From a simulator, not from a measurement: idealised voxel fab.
This section sets out a process module, namely voxel wiring stack.
Displayed cross-section: cut, width of 285 nm, square cells sized 5 nm.
In this document a cross-section is written as a grid of square cells. It is given as a series of bands, listed from the top down, and a band is one or more rows of cells. Band: top and bottom heights (nm) first, top before bottom; then materials from left to right, widths in nm. "full width" marks a sole material filling the band edge to edge. "air" denotes empty space. Zero point of the height axis is 0; under it, received wafer = one material. Lowest band: continues down indefinitely, "top 0, no bottom". Per-row width for "30->40": begins at first number (top row of band), ends at second number (bottom row), increment between rows held constant. What does "nothing got changed" mean for a step? It means no cell of the cross-section changed in that step. "Fully closed voids" - sealed voids, min. 8 cells, no opening to top; format: width x height at distance (distance from left edge; nm throughout). On each step's line, the part that comes after the settings is the simulator's own comment on the step. overlay nm: right-of-plan distance of the mask on a masked step; negative values mean left-of-plan.

SO HERE'S THE LINEUP OF PROCESS STEPS WE PLANNED
1. RECEIVE [material Si]
2. CONFORMAL_DEP [material SiO2] [thk nm 15]
3. DIRECTIONAL_DEP [material TiN] [thk nm 5]
4. DIRECTIONAL_DEP [material Ru] [thk nm 15]
5. PATTERN [tone cover] [mask id METAL_1] [material resist] [width nm 30] [pitch nm 45] [thk nm 15] [overlay nm 0]
6. DIRECTIONAL_ETCH [etch materials Ru] [depth nm 15]
7. DIRECTIONAL_ETCH [etch materials TiN] [depth nm 5]
8. STRIP [etch materials resist]
9. CONFORMAL_DEP [material SiCN] [thk nm 5]
10. FILL_DEP [material SiO2] [thk nm 10]
11. CMP [height nm 35]
12. CONFORMAL_DEP [material SiCN] [thk nm 5]
13. DIRECTIONAL_DEP [material lowk] [thk nm 20]
14. DIRECTIONAL_DEP [material aC] [thk nm 10]
15. PATTERN [tone open] [mask id PLUG_1] [material resist] [width nm 15] [thk nm 25] [overlay nm 0]
16. DIRECTIONAL_ETCH [etch materials aC] [depth nm 10]
17. STRIP [etch materials resist]
18. DIRECTIONAL_ETCH [etch materials lowk] [depth nm 20]
19. DIRECTIONAL_ETCH [etch materials SiCN] [depth nm 5]
20. STRIP [etch materials aC]
21. CONFORMAL_DEP [material TiN] [thk nm 5]
22. FILL_DEP [material W] [thk nm 10]
23. CMP [height nm 60]
24. CONFORMAL_DEP [material SiCN] [thk nm 5]
25. DIRECTIONAL_DEP [material SiO2] [thk nm 15]
26. MASKED_ETCH [tone open] [mask id METAL_2] [width nm 30] [pitch nm 45] [etch materials SiO2] [depth nm 15] [overlay nm 0]
27. MASKED_ETCH [tone open] [mask id METAL_2] [width nm 30] [pitch nm 45] [etch materials SiCN] [depth nm 5] [overlay nm 0]
28. CONFORMAL_DEP [material TiN] [thk nm 5]
29. FILL_DEP [material Cu] [thk nm 10]
30. CMP [height nm 80]
31. CONFORMAL_DEP [material SiCN] [thk nm 5]
32. DIRECTIONAL_DEP [material lowk] [thk nm 10]
33. MASKED_ETCH [tone open] [mask id PLUG_2] [width nm 15] [etch materials lowk] [depth nm 10] [overlay nm 0]
34. MASKED_ETCH [tone open] [mask id PLUG_2] [width nm 15] [etch materials SiCN] [depth nm 5] [overlay nm 0]
35. EPI [material Ru] [thk nm 10]
36. EPI [material Ru] [thk nm 5]
37. CONFORMAL_DEP [material SiN] [thk nm 5]
38. DIRECTIONAL_DEP [material SiO2] [thk nm 15]
39. DIRECTIONAL_DEP [material aC] [thk nm 15]
40. PATTERN [tone open] [mask id METAL_3] [material resist] [width nm 30] [pitch nm 45] [thk nm 35] [overlay nm 0]
41. DIRECTIONAL_ETCH [etch materials aC] [depth nm 15]
42. STRIP [etch materials resist]
43. DIRECTIONAL_ETCH [etch materials SiO2] [depth nm 15]
44. DIRECTIONAL_ETCH [etch materials SiN] [depth nm 5]
45. STRIP [etch materials aC]
46. CONFORMAL_DEP [material TiN] [thk nm 5]
47. FILL_DEP [material Ru] [thk nm 10]
48. CMP [height nm 115]
49. CONFORMAL_DEP [material SiCN] [thk nm 5]
50. DIRECTIONAL_DEP [material lowk] [thk nm 30]
51. PATTERN [tone open] [mask id METAL_4_HOLES] [material resist] [width nm 15] [thk nm 20] [overlay nm 0]
52. DIRECTIONAL_ETCH [etch materials lowk] [depth nm 30]
53. STRIP [etch materials resist]
54. PATTERN [tone open] [mask id METAL_4] [material resist] [width nm 30] [pitch nm 45] [thk nm 15] [overlay nm 0]
55. DIRECTIONAL_ETCH [etch materials lowk] [depth nm 20]
56. DIRECTIONAL_ETCH [etch materials SiCN] [depth nm 5]
57. STRIP [etch materials resist]
58. CONFORMAL_DEP [material TiN] [thk nm 5]
59. FILL_DEP [material Cu] [thk nm 5]
60. CMP [height nm 150]
61. CONFORMAL_DEP [material SiN] [thk nm 5]

FIRST OF TWO WAFERS - AS PLANNED

WAFER CROSS-SECTION ON RECEIPT, I.E. AFTER STEP 1
	top 0, no bottom = Si full width
	Fully closed voids: none

PRESENTED HERE IS A CROSS-SECTION OF THE WAFER AFTER STEP 2 HAS BEEN PERFORMED
	top 15, bottom 0 = SiO2 full width
	Heights below 0 show no change.

PRESENTED HERE IS A CROSS-SECTION OF THE WAFER AFTER STEP 3 HAS BEEN PERFORMED
	top 20, bottom 15 = TiN full width
	Heights below 15 show no change.

PRESENTED HERE IS A CROSS-SECTION OF THE WAFER AFTER STEP 4 HAS BEEN PERFORMED
	top 35, bottom 20 = Ru full width
	Heights below 20 show no change.

PRESENTED HERE IS A CROSS-SECTION OF THE WAFER AFTER STEP 5 HAS BEEN PERFORMED
	top 50, bottom 35 = air (105), then resist (30), then air (15), then resist (30), then air (105)
	Heights below 35 show no change.

PRESENTED HERE IS A CROSS-SECTION OF THE WAFER AFTER STEP 6 HAS BEEN PERFORMED
	top 50, bottom 35 = air (105), then resist (30), then air (15), then resist (30), then air (105)
	top 35, bottom 20 = air (105), then Ru (30), then air (15), then Ru (30), then air (105)
	Heights below 20 show no change.

PRESENTED HERE IS A CROSS-SECTION OF THE WAFER AFTER STEP 7 HAS BEEN PERFORMED
	top 50, bottom 35 = air (105), then resist (30), then air (15), then resist (30), then air (105)
	top 35, bottom 20 = air (105), then Ru (30), then air (15), then Ru (30), then air (105)
	top 20, bottom 15 = air (105), then TiN (30), then air (15), then TiN (30), then air (105)
	Heights below 15 show no change.

PRESENTED HERE IS A CROSS-SECTION OF THE WAFER AFTER STEP 8 HAS BEEN PERFORMED
	top 35, bottom 20 = air (105), then Ru (30), then air (15), then Ru (30), then air (105)
	Heights below 20 show no change.

PRESENTED HERE IS A CROSS-SECTION OF THE WAFER AFTER STEP 9 HAS BEEN PERFORMED
	top 40, bottom 35 = air (100), then SiCN (40), then air (5), then SiCN (40), then air (100)
	top 35, bottom 20 = air (100), then SiCN (5), then Ru (30), then SiCN (5), then air (5), then SiCN (5), then Ru (30), then SiCN (5), then air (100)
	top 20, bottom 15 = SiCN (105), then TiN (30), then SiCN (15), then TiN (30), then SiCN (105)
	Heights below 15 show no change.

PRESENTED HERE IS A CROSS-SECTION OF THE WAFER AFTER STEP 10 HAS BEEN PERFORMED
	top 50, bottom 40 = SiO2 full width
	top 40, bottom 35 = SiO2 (100), then SiCN (40), then SiO2 (5), then SiCN (40), then SiO2 (100)
	top 35, bottom 20 = SiO2 (100), then SiCN (5), then Ru (30), then SiCN (5), then SiO2 (5), then SiCN (5), then Ru (30), then SiCN (5), then SiO2 (100)
	Heights below 20 show no change.

PRESENTED HERE IS A CROSS-SECTION OF THE WAFER AFTER STEP 11 HAS BEEN PERFORMED
	top 35, bottom 20 = SiO2 (100), then SiCN (5), then Ru (30), then SiCN (5), then SiO2 (5), then SiCN (5), then Ru (30), then SiCN (5), then SiO2 (100)
	Heights below 20 show no change.

PRESENTED HERE IS A CROSS-SECTION OF THE WAFER AFTER STEP 12 HAS BEEN PERFORMED
	top 40, bottom 35 = SiCN full width
	Heights below 35 show no change.

PRESENTED HERE IS A CROSS-SECTION OF THE WAFER AFTER STEP 13 HAS BEEN PERFORMED
	top 60, bottom 40 = lowk full width
	Heights below 40 show no change.

PRESENTED HERE IS A CROSS-SECTION OF THE WAFER AFTER STEP 14 HAS BEEN PERFORMED
	top 70, bottom 60 = aC full width
	Heights below 60 show no change.

PRESENTED HERE IS A CROSS-SECTION OF THE WAFER AFTER STEP 15 HAS BEEN PERFORMED
	top 95, bottom 70 = resist (105), then air (15), then resist (165)
	Heights below 70 show no change.

PRESENTED HERE IS A CROSS-SECTION OF THE WAFER AFTER STEP 16 HAS BEEN PERFORMED
	top 85, bottom 70 = resist (105), then air (15), then resist (165)
	top 70, bottom 60 = aC (105), then air (15), then aC (165)
	Heights below 60 show no change.

PRESENTED HERE IS A CROSS-SECTION OF THE WAFER AFTER STEP 17 HAS BEEN PERFORMED
	top 70, bottom 60 = aC (105), then air (15), then aC (165)
	Heights below 60 show no change.

PRESENTED HERE IS A CROSS-SECTION OF THE WAFER AFTER STEP 18 HAS BEEN PERFORMED
	top 70, bottom 60 = aC (105), then air (15), then aC (165)
	top 60, bottom 40 = lowk (105), then air (15), then lowk (165)
	Heights below 40 show no change.

PRESENTED HERE IS A CROSS-SECTION OF THE WAFER AFTER STEP 19 HAS BEEN PERFORMED
	top 70, bottom 60 = aC (105), then air (15), then aC (165)
	top 60, bottom 40 = lowk (105), then air (15), then lowk (165)
	top 40, bottom 35 = SiCN (105), then air (15), then SiCN (165)
	Heights below 35 show no change.

PRESENTED HERE IS A CROSS-SECTION OF THE WAFER AFTER STEP 20 HAS BEEN PERFORMED
	top 60, bottom 40 = lowk (105), then air (15), then lowk (165)
	Heights below 40 show no change.

PRESENTED HERE IS A CROSS-SECTION OF THE WAFER AFTER STEP 21 HAS BEEN PERFORMED
	top 65, bottom 60 = TiN (110), then air (5), then TiN (170)
	top 60, bottom 40 = lowk (105), then TiN (5), then air (5), then TiN (5), then lowk (165)
	top 40, bottom 35 = SiCN (105), then TiN (15), then SiCN (165)
	Heights below 35 show no change.

PRESENTED HERE IS A CROSS-SECTION OF THE WAFER AFTER STEP 22 HAS BEEN PERFORMED
	top 75, bottom 65 = W full width
	top 65, bottom 60 = TiN (110), then W (5), then TiN (170)
	top 60, bottom 40 = lowk (105), then TiN (5), then W (5), then TiN (5), then lowk (165)
	Heights below 40 show no change.

PRESENTED HERE IS A CROSS-SECTION OF THE WAFER AFTER STEP 23 HAS BEEN PERFORMED
	top 60, bottom 40 = lowk (105), then TiN (5), then W (5), then TiN (5), then lowk (165)
	Heights below 40 show no change.

PRESENTED HERE IS A CROSS-SECTION OF THE WAFER AFTER STEP 24 HAS BEEN PERFORMED
	top 65, bottom 60 = SiCN full width
	Heights below 60 show no change.

PRESENTED HERE IS A CROSS-SECTION OF THE WAFER AFTER STEP 25 HAS BEEN PERFORMED
	top 80, bottom 65 = SiO2 full width
	Heights below 65 show no change.

PRESENTED HERE IS A CROSS-SECTION OF THE WAFER AFTER STEP 26 HAS BEEN PERFORMED
	top 80, bottom 65 = SiO2 (105), then air (30), then SiO2 (15), then air (30), then SiO2 (105)
	Heights below 65 show no change.

PRESENTED HERE IS A CROSS-SECTION OF THE WAFER AFTER STEP 27 HAS BEEN PERFORMED
	top 80, bottom 65 = SiO2 (105), then air (30), then SiO2 (15), then air (30), then SiO2 (105)
	top 65, bottom 60 = SiCN (105), then air (30), then SiCN (15), then air (30), then SiCN (105)
	Heights below 60 show no change.

PRESENTED HERE IS A CROSS-SECTION OF THE WAFER AFTER STEP 28 HAS BEEN PERFORMED
	top 85, bottom 80 = TiN (110), then air (20), then TiN (25), then air (20), then TiN (110)
	top 80, bottom 65 = SiO2 (105), then TiN (5), then air (20), then TiN (5), then SiO2 (15), then TiN (5), then air (20), then TiN (5), then SiO2 (105)
	top 65, bottom 60 = SiCN (105), then TiN (30), then SiCN (15), then TiN (30), then SiCN (105)
	Heights below 60 show no change.

PRESENTED HERE IS A CROSS-SECTION OF THE WAFER AFTER STEP 29 HAS BEEN PERFORMED
	top 95, bottom 85 = Cu full width
	top 85, bottom 80 = TiN (110), then Cu (20), then TiN (25), then Cu (20), then TiN (110)
	top 80, bottom 65 = SiO2 (105), then TiN (5), then Cu (20), then TiN (5), then SiO2 (15), then TiN (5), then Cu (20), then TiN (5), then SiO2 (105)
	Heights below 65 show no change.

PRESENTED HERE IS A CROSS-SECTION OF THE WAFER AFTER STEP 30 HAS BEEN PERFORMED
	top 80, bottom 65 = SiO2 (105), then TiN (5), then Cu (20), then TiN (5), then SiO2 (15), then TiN (5), then Cu (20), then TiN (5), then SiO2 (105)
	Heights below 65 show no change.

PRESENTED HERE IS A CROSS-SECTION OF THE WAFER AFTER STEP 31 HAS BEEN PERFORMED
	top 85, bottom 80 = SiCN full width
	Heights below 80 show no change.

PRESENTED HERE IS A CROSS-SECTION OF THE WAFER AFTER STEP 32 HAS BEEN PERFORMED
	top 95, bottom 85 = lowk full width
	Heights below 85 show no change.

PRESENTED HERE IS A CROSS-SECTION OF THE WAFER AFTER STEP 33 HAS BEEN PERFORMED
	top 95, bottom 85 = lowk (105), then air (15), then lowk (165)
	Heights below 85 show no change.

PRESENTED HERE IS A CROSS-SECTION OF THE WAFER AFTER STEP 34 HAS BEEN PERFORMED
	top 95, bottom 85 = lowk (105), then air (15), then lowk (165)
	top 85, bottom 80 = SiCN (105), then air (15), then SiCN (165)
	Heights below 80 show no change.

PRESENTED HERE IS A CROSS-SECTION OF THE WAFER AFTER STEP 35 HAS BEEN PERFORMED
	top 95, bottom 90 = lowk (105), then air (15), then lowk (165)
	top 90, bottom 85 = lowk (105), then Ru (15), then lowk (165)
	top 85, bottom 80 = SiCN (105), then Ru (15), then SiCN (165)
	Heights below 80 show no change.

PRESENTED HERE IS A CROSS-SECTION OF THE WAFER AFTER STEP 36 HAS BEEN PERFORMED
	top 95, bottom 85 = lowk (105), then Ru (15), then lowk (165)
	Heights below 85 show no change.

PRESENTED HERE IS A CROSS-SECTION OF THE WAFER AFTER STEP 37 HAS BEEN PERFORMED
	top 100, bottom 95 = SiN full width
	Heights below 95 show no change.

PRESENTED HERE IS A CROSS-SECTION OF THE WAFER AFTER STEP 38 HAS BEEN PERFORMED
	top 115, bottom 100 = SiO2 full width
	Heights below 100 show no change.

PRESENTED HERE IS A CROSS-SECTION OF THE WAFER AFTER STEP 39 HAS BEEN PERFORMED
	top 130, bottom 115 = aC full width
	Heights below 115 show no change.

PRESENTED HERE IS A CROSS-SECTION OF THE WAFER AFTER STEP 40 HAS BEEN PERFORMED
	top 165, bottom 130 = resist (105), then air (30), then resist (15), then air (30), then resist (105)
	Heights below 130 show no change.

PRESENTED HERE IS A CROSS-SECTION OF THE WAFER AFTER STEP 41 HAS BEEN PERFORMED
	top 150, bottom 130 = resist (105), then air (30), then resist (15), then air (30), then resist (105)
	top 130, bottom 115 = aC (105), then air (30), then aC (15), then air (30), then aC (105)
	Heights below 115 show no change.

PRESENTED HERE IS A CROSS-SECTION OF THE WAFER AFTER STEP 42 HAS BEEN PERFORMED
	top 130, bottom 115 = aC (105), then air (30), then aC (15), then air (30), then aC (105)
	Heights below 115 show no change.

PRESENTED HERE IS A CROSS-SECTION OF THE WAFER AFTER STEP 43 HAS BEEN PERFORMED
	top 130, bottom 115 = aC (105), then air (30), then aC (15), then air (30), then aC (105)
	top 115, bottom 100 = SiO2 (105), then air (30), then SiO2 (15), then air (30), then SiO2 (105)
	Heights below 100 show no change.

PRESENTED HERE IS A CROSS-SECTION OF THE WAFER AFTER STEP 44 HAS BEEN PERFORMED
	top 130, bottom 115 = aC (105), then air (30), then aC (15), then air (30), then aC (105)
	top 115, bottom 100 = SiO2 (105), then air (30), then SiO2 (15), then air (30), then SiO2 (105)
	top 100, bottom 95 = SiN (105), then air (30), then SiN (15), then air (30), then SiN (105)
	Heights below 95 show no change.

PRESENTED HERE IS A CROSS-SECTION OF THE WAFER AFTER STEP 45 HAS BEEN PERFORMED
	top 115, bottom 100 = SiO2 (105), then air (30), then SiO2 (15), then air (30), then SiO2 (105)
	Heights below 100 show no change.

PRESENTED HERE IS A CROSS-SECTION OF THE WAFER AFTER STEP 46 HAS BEEN PERFORMED
	top 120, bottom 115 = TiN (110), then air (20), then TiN (25), then air (20), then TiN (110)
	top 115, bottom 100 = SiO2 (105), then TiN (5), then air (20), then TiN (5), then SiO2 (15), then TiN (5), then air (20), then TiN (5), then SiO2 (105)
	top 100, bottom 95 = SiN (105), then TiN (30), then SiN (15), then TiN (30), then SiN (105)
	Heights below 95 show no change.

PRESENTED HERE IS A CROSS-SECTION OF THE WAFER AFTER STEP 47 HAS BEEN PERFORMED
	top 130, bottom 120 = Ru full width
	top 120, bottom 115 = TiN (110), then Ru (20), then TiN (25), then Ru (20), then TiN (110)
	top 115, bottom 100 = SiO2 (105), then TiN (5), then Ru (20), then TiN (5), then SiO2 (15), then TiN (5), then Ru (20), then TiN (5), then SiO2 (105)
	Heights below 100 show no change.

PRESENTED HERE IS A CROSS-SECTION OF THE WAFER AFTER STEP 48 HAS BEEN PERFORMED
	top 115, bottom 100 = SiO2 (105), then TiN (5), then Ru (20), then TiN (5), then SiO2 (15), then TiN (5), then Ru (20), then TiN (5), then SiO2 (105)
	Heights below 100 show no change.

PRESENTED HERE IS A CROSS-SECTION OF THE WAFER AFTER STEP 49 HAS BEEN PERFORMED
	top 120, bottom 115 = SiCN full width
	Heights below 115 show no change.

PRESENTED HERE IS A CROSS-SECTION OF THE WAFER AFTER STEP 50 HAS BEEN PERFORMED
	top 150, bottom 120 = lowk full width
	Heights below 120 show no change.

PRESENTED HERE IS A CROSS-SECTION OF THE WAFER AFTER STEP 51 HAS BEEN PERFORMED
	top 170, bottom 150 = resist (105), then air (15), then resist (165)
	Heights below 150 show no change.

PRESENTED HERE IS A CROSS-SECTION OF THE WAFER AFTER STEP 52 HAS BEEN PERFORMED
	top 170, bottom 150 = resist (105), then air (15), then resist (165)
	top 150, bottom 120 = lowk (105), then air (15), then lowk (165)
	Heights below 120 show no change.

PRESENTED HERE IS A CROSS-SECTION OF THE WAFER AFTER STEP 53 HAS BEEN PERFORMED
	top 150, bottom 120 = lowk (105), then air (15), then lowk (165)
	Heights below 120 show no change.

PRESENTED HERE IS A CROSS-SECTION OF THE WAFER AFTER STEP 54 HAS BEEN PERFORMED
	top 165, bottom 150 = resist (105), then air (30), then resist (15), then air (30), then resist (105)
	Heights below 150 show no change.

PRESENTED HERE IS A CROSS-SECTION OF THE WAFER AFTER STEP 55 HAS BEEN PERFORMED
	top 165, bottom 150 = resist (105), then air (30), then resist (15), then air (30), then resist (105)
	top 150, bottom 130 = lowk (105), then air (30), then lowk (15), then air (30), then lowk (105)
	Heights below 130 show no change.

PRESENTED HERE IS A CROSS-SECTION OF THE WAFER AFTER STEP 56 HAS BEEN PERFORMED
	top 165, bottom 150 = resist (105), then air (30), then resist (15), then air (30), then resist (105)
	top 150, bottom 130 = lowk (105), then air (30), then lowk (15), then air (30), then lowk (105)
	top 130, bottom 120 = lowk (105), then air (15), then lowk (165)
	top 120, bottom 115 = SiCN (105), then air (15), then SiCN (165)
	Heights below 115 show no change.

PRESENTED HERE IS A CROSS-SECTION OF THE WAFER AFTER STEP 57 HAS BEEN PERFORMED
	top 150, bottom 130 = lowk (105), then air (30), then lowk (15), then air (30), then lowk (105)
	Heights below 130 show no change.

PRESENTED HERE IS A CROSS-SECTION OF THE WAFER AFTER STEP 58 HAS BEEN PERFORMED
	top 155, bottom 150 = TiN (110), then air (20), then TiN (25), then air (20), then TiN (110)
	top 150, bottom 135 = lowk (105), then TiN (5), then air (20), then TiN (5), then lowk (15), then TiN (5), then air (20), then TiN (5), then lowk (105)
	top 135, bottom 130 = lowk (105), then TiN (5), then air (5), then TiN (20), then lowk (15), then TiN (30), then lowk (105)
	top 130, bottom 120 = lowk (105), then TiN (5), then air (5), then TiN (5), then lowk (165)
	top 120, bottom 115 = SiCN (105), then TiN (15), then SiCN (165)
	Heights below 115 show no change.

PRESENTED HERE IS A CROSS-SECTION OF THE WAFER AFTER STEP 59 HAS BEEN PERFORMED
	top 160, bottom 155 = Cu full width
	top 155, bottom 150 = TiN (110), then Cu (20), then TiN (25), then Cu (20), then TiN (110)
	top 150, bottom 135 = lowk (105), then TiN (5), then Cu (20), then TiN (5), then lowk (15), then TiN (5), then Cu (20), then TiN (5), then lowk (105)
	top 135, bottom 130 = lowk (105), then TiN (5), then Cu (5), then TiN (20), then lowk (15), then TiN (30), then lowk (105)
	top 130, bottom 120 = lowk (105), then TiN (5), then Cu (5), then TiN (5), then lowk (165)
	Heights below 120 show no change.

PRESENTED HERE IS A CROSS-SECTION OF THE WAFER AFTER STEP 60 HAS BEEN PERFORMED
	top 150, bottom 135 = lowk (105), then TiN (5), then Cu (20), then TiN (5), then lowk (15), then TiN (5), then Cu (20), then TiN (5), then lowk (105)
	Heights below 135 show no change.

PRESENTED HERE IS A CROSS-SECTION OF THE WAFER AFTER STEP 61 HAS BEEN PERFORMED
	top 155, bottom 150 = SiN full width
	Heights below 150 show no change.

FOR THE SECOND WAFER, TAKE THE FIRST WAFER'S START AND PLAN, THEN ADD ONE MISTAKE MADE IN RUNNING IT; EVERYTHING THROUGH STEP 37, THAT STEP INCLUDED, IS SHARED WITH THE FIRST

PLANNED END OF STEP 38: SECOND WAFER, CROSS-SECTION
	top 115, bottom 95 = SiN full width
	Heights below 95 show no change.

PLANNED END OF STEP 39: SECOND WAFER, CROSS-SECTION
	top 130, bottom 115 = aC full width
	Heights below 115 show no change.

PLANNED END OF STEP 40: SECOND WAFER, CROSS-SECTION
	top 165, bottom 130 = resist (105), then air (30), then resist (15), then air (30), then resist (105)
	Heights below 130 show no change.

PLANNED END OF STEP 41: SECOND WAFER, CROSS-SECTION
	top 150, bottom 130 = resist (105), then air (30), then resist (15), then air (30), then resist (105)
	top 130, bottom 115 = aC (105), then air (30), then aC (15), then air (30), then aC (105)
	Heights below 115 show no change.

PLANNED END OF STEP 42: SECOND WAFER, CROSS-SECTION
	top 130, bottom 115 = aC (105), then air (30), then aC (15), then air (30), then aC (105)
	Heights below 115 show no change.

Planned end of step 43: second wafer, cross-section: nothing got changed

PLANNED END OF STEP 44: SECOND WAFER, CROSS-SECTION
	top 130, bottom 115 = aC (105), then air (30), then aC (15), then air (30), then aC (105)
	top 115, bottom 110 = SiN (105), then air (30), then SiN (15), then air (30), then SiN (105)
	Heights below 110 show no change.

PLANNED END OF STEP 45: SECOND WAFER, CROSS-SECTION
	top 115, bottom 110 = SiN (105), then air (30), then SiN (15), then air (30), then SiN (105)
	Heights below 110 show no change.

PLANNED END OF STEP 46: SECOND WAFER, CROSS-SECTION
	top 120, bottom 115 = TiN (110), then air (20), then TiN (25), then air (20), then TiN (110)
	top 115, bottom 110 = SiN (105), then TiN (30), then SiN (15), then TiN (30), then SiN (105)
	Heights below 110 show no change.

PLANNED END OF STEP 47: SECOND WAFER, CROSS-SECTION
	top 130, bottom 120 = Ru full width
	top 120, bottom 115 = TiN (110), then Ru (20), then TiN (25), then Ru (20), then TiN (110)
	Heights below 115 show no change.

PLANNED END OF STEP 48: SECOND WAFER, CROSS-SECTION
	top 115, bottom 110 = SiN (105), then TiN (30), then SiN (15), then TiN (30), then SiN (105)
	Heights below 110 show no change.

PLANNED END OF STEP 49: SECOND WAFER, CROSS-SECTION
	top 120, bottom 115 = SiCN full width
	Heights below 115 show no change.

PLANNED END OF STEP 50: SECOND WAFER, CROSS-SECTION
	top 150, bottom 120 = lowk full width
	Heights below 120 show no change.

PLANNED END OF STEP 51: SECOND WAFER, CROSS-SECTION
	top 170, bottom 150 = resist (105), then air (15), then resist (165)
	Heights below 150 show no change.

PLANNED END OF STEP 52: SECOND WAFER, CROSS-SECTION
	top 170, bottom 150 = resist (105), then air (15), then resist (165)
	top 150, bottom 120 = lowk (105), then air (15), then lowk (165)
	Heights below 120 show no change.

PLANNED END OF STEP 53: SECOND WAFER, CROSS-SECTION
	top 150, bottom 120 = lowk (105), then air (15), then lowk (165)
	Heights below 120 show no change.

PLANNED END OF STEP 54: SECOND WAFER, CROSS-SECTION
	top 165, bottom 150 = resist (105), then air (30), then resist (15), then air (30), then resist (105)
	Heights below 150 show no change.

PLANNED END OF STEP 55: SECOND WAFER, CROSS-SECTION
	top 165, bottom 150 = resist (105), then air (30), then resist (15), then air (30), then resist (105)
	top 150, bottom 130 = lowk (105), then air (30), then lowk (15), then air (30), then lowk (105)
	Heights below 130 show no change.

PLANNED END OF STEP 56: SECOND WAFER, CROSS-SECTION
	top 165, bottom 150 = resist (105), then air (30), then resist (15), then air (30), then resist (105)
	top 150, bottom 130 = lowk (105), then air (30), then lowk (15), then air (30), then lowk (105)
	top 130, bottom 120 = lowk (105), then air (15), then lowk (165)
	top 120, bottom 115 = SiCN (105), then air (15), then SiCN (165)
	Heights below 115 show no change.

PLANNED END OF STEP 57: SECOND WAFER, CROSS-SECTION
	top 150, bottom 130 = lowk (105), then air (30), then lowk (15), then air (30), then lowk (105)
	Heights below 130 show no change.

PLANNED END OF STEP 58: SECOND WAFER, CROSS-SECTION
	top 155, bottom 150 = TiN (110), then air (20), then TiN (25), then air (20), then TiN (110)
	top 150, bottom 135 = lowk (105), then TiN (5), then air (20), then TiN (5), then lowk (15), then TiN (5), then air (20), then TiN (5), then lowk (105)
	top 135, bottom 130 = lowk (105), then TiN (5), then air (5), then TiN (20), then lowk (15), then TiN (30), then lowk (105)
	top 130, bottom 120 = lowk (105), then TiN (5), then air (5), then TiN (5), then lowk (165)
	top 120, bottom 115 = SiCN (105), then TiN (15), then SiCN (165)
	Heights below 115 show no change.

PLANNED END OF STEP 59: SECOND WAFER, CROSS-SECTION
	top 160, bottom 155 = Cu full width
	top 155, bottom 150 = TiN (110), then Cu (20), then TiN (25), then Cu (20), then TiN (110)
	top 150, bottom 135 = lowk (105), then TiN (5), then Cu (20), then TiN (5), then lowk (15), then TiN (5), then Cu (20), then TiN (5), then lowk (105)
	top 135, bottom 130 = lowk (105), then TiN (5), then Cu (5), then TiN (20), then lowk (15), then TiN (30), then lowk (105)
	top 130, bottom 120 = lowk (105), then TiN (5), then Cu (5), then TiN (5), then lowk (165)
	Heights below 120 show no change.

PLANNED END OF STEP 60: SECOND WAFER, CROSS-SECTION
	top 150, bottom 135 = lowk (105), then TiN (5), then Cu (20), then TiN (5), then lowk (15), then TiN (5), then Cu (20), then TiN (5), then lowk (105)
	Heights below 135 show no change.

PLANNED END OF STEP 61: SECOND WAFER, CROSS-SECTION
	top 155, bottom 150 = SiN full width
	Heights below 150 show no change.
Plan not followed: step 38 did not happen as planned, as run it was DIRECTIONAL_DEP [material SiN] [thk nm 15]
End of process, cell counts, second wafer against first, materials with more or fewer: -24 Ru, +171 SiN, -135 SiO2, -12 TiN
